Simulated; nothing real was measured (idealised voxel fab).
The process module presented herein is designated voxel gate over fins.
For reference, the cross-section in this document is cut, with width 215 nm and square cells of 5 nm.
A cross-section is a grid of square cells, given in bands from the top down. A band is one or more rows of cells. The entry gives the band's vertical extent as a top height and a bottom height in nm, then its horizontal make-up as materials from left to right, each with a width in nm. "air" stands for empty space; a single material marked "all across" fills the band edge to edge. Measure heights from 0. That's the level where, below it, the as-received wafer is all one material. The lowest band is bottomless and extends downward; write it as in "0 -> down". The two numbers in a width such as "30->40" mark its ends across the band: the first belongs to the top row of cells, the second to the bottom row, and from each row to the next the width moves by the same amount. The cross-section has no changed cell in any step marked "no alteration". Each empty space that has no open way to the top and spans at least 8 cells appears under "Fully closed voids" as width x height at distance, the distance counted from the left edge, all in nm. On each step's line, the part that comes after the settings is the simulator's own comment on the step. For masked steps, "overlay nm" on the step line gives how far right of plan the mask actually lay; a minus sign means it lay to the left.
-- plan
1) RECEIVE, material Si
2) CONFORMAL_DEP, material SiN, thk nm 5
3) PATTERN, tone cover, mask id FINS, material resist, width nm 15, pitch nm 50, thk nm 20, overlay nm 0
4) DIRECTIONAL_ETCH, etch materials SiN, depth nm 5
5) DIRECTIONAL_ETCH, etch materials Si, depth nm 40
6) STRIP, etch materials resist
7) FILL_DEP, material SiO2, thk nm 5
8) CMP, height nm 5
9) PATTERN, tone open, mask id RAIL, material resist, width nm 15, thk nm 20, overlay nm 0
10) DIRECTIONAL_ETCH, etch materials SiO2, depth nm 40
11) STRIP, etch materials resist
12) CONFORMAL_DEP, material TiN, thk nm 5
13) FILL_DEP, material Ru, thk nm 10
14) CMP, height nm 5
15) SELECTIVE_ETCH, etch materials W Ru TiN, depth nm 25
16) FILL_DEP, material SiO2, thk nm 5
17) CMP, height nm 5
18) SELECTIVE_ETCH, etch materials SiO2, depth nm 15
19) STRIP, etch materials SiN
20) CONFORMAL_DEP, material HfO2, thk nm 5
21) CONFORMAL_DEP, material TiN, thk nm 5
22) CONFORMAL_DEP, material TiAl, thk nm 5
23) CONFORMAL_DEP, material TiN, thk nm 5
24) FILL_DEP, material W, thk nm 10
25) CMP, height nm 25
26) CONFORMAL_DEP, material SiN, thk nm 5
-- As received (post step 1): cross-section
* 0 -> down = Si all across
* Fully closed voids: none
-- First of two wafers at the end of the module, shown in cross-section; run carried out as planned
* 30 -> 25 = SiN all across
* 25 -> 20 = W all across
* 20 -> 15 = 5 W  205 TiN  5 W
* 15 -> 10 = 5 W  5 TiN  45 TiAl  5 TiN  45 TiAl  5 TiN  45 TiAl  5 TiN  45 TiAl  5 TiN  5 W
* 10 -> 5 = 10 TiN  5 TiAl  35 TiN  5 TiAl  5 TiN  5 TiAl  35 TiN  5 TiAl  5 TiN  5 TiAl  35 TiN  5 TiAl  5 TiN  5 TiAl  35 TiN  5 TiAl  10 TiN
* 5 -> 0 = 15 TiAl  5 TiN  25 HfO2  5 TiN  15 TiAl  5 TiN  25 HfO2  5 TiN  15 TiAl  5 TiN  25 HfO2  5 TiN  15 TiAl  5 TiN  25 HfO2  5 TiN  15 TiAl
* 0 -> -5 = 20 TiN  5 HfO2  15 Si  5 HfO2  25 TiN  5 HfO2  15 Si  5 HfO2  25 TiN  5 HfO2  15 Si  5 HfO2  25 TiN  5 HfO2  15 Si  5 HfO2  20 TiN
* -5 -> -10 = 25 HfO2  15 Si  35 HfO2  15 Si  35 HfO2  15 Si  35 HfO2  15 Si  25 HfO2
* -10 -> -20 = 25 SiO2  15 Si  35 SiO2  15 Si  35 SiO2  15 Si  35 SiO2  15 Si  25 SiO2
* -20 -> -30 = 25 SiO2  15 Si  10 SiO2  5 TiN  5 Ru  5 TiN  10 SiO2  15 Si  35 SiO2  15 Si  35 SiO2  15 Si  25 SiO2
* -30 -> -35 = 25 SiO2  15 Si  10 SiO2  15 TiN  10 SiO2  15 Si  35 SiO2  15 Si  35 SiO2  15 Si  25 SiO2
* -35 -> -40 = 25 SiO2  15 Si  35 SiO2  15 Si  35 SiO2  15 Si  35 SiO2  15 Si  25 SiO2
* -40 -> down = Si all across
* Fully closed voids: none
-- Cross-section of the latter of the two wafers at module completion. It had an identical start and an identical plan to the former; in running it, one mistake was made
* 30 -> 25 = SiN all across
* 25 -> 20 = TiAl all across
* 20 -> 15 = 5 TiAl  205 TiN  5 TiAl
* 15 -> 10 = 5 TiAl  5 TiN  45 HfO2  5 TiN  45 HfO2  5 TiN  45 HfO2  5 TiN  45 HfO2  5 TiN  5 TiAl
* 10 -> 5 = 10 TiN  45 HfO2  5 TiN  45 HfO2  5 TiN  45 HfO2  5 TiN  45 HfO2  10 TiN
* 5 -> 0 = HfO2 all across
* 0 -> -10 = 25 HfO2  15 Si  35 HfO2  15 Si  35 HfO2  15 Si  35 HfO2  15 Si  25 HfO2
* -10 -> -20 = 25 SiO2  15 Si  35 SiO2  15 Si  35 SiO2  15 Si  35 SiO2  15 Si  25 SiO2
* -20 -> -30 = 25 SiO2  15 Si  10 SiO2  5 TiN  5 Ru  5 TiN  10 SiO2  15 Si  35 SiO2  15 Si  35 SiO2  15 Si  25 SiO2
* -30 -> -35 = 25 SiO2  15 Si  10 SiO2  15 TiN  10 SiO2  15 Si  35 SiO2  15 Si  35 SiO2  15 Si  25 SiO2
* -35 -> -40 = 25 SiO2  15 Si  35 SiO2  15 Si  35 SiO2  15 Si  35 SiO2  15 Si  25 SiO2
* -40 -> down = Si all across
* Fully closed voids: none
The mistake made against the process plan was this: step 20 was run on a setting that differed from the plan, and what really ran there is CONFORMAL_DEP, material HfO2, thk nm 15
It is noted that, at the conclusion of processing, the second wafer exhibits a higher or lower cell count for certain materials relative to the first: HfO2: 118 more; TiAl: 12 fewer; TiN: 59 fewer; W: 47 fewer
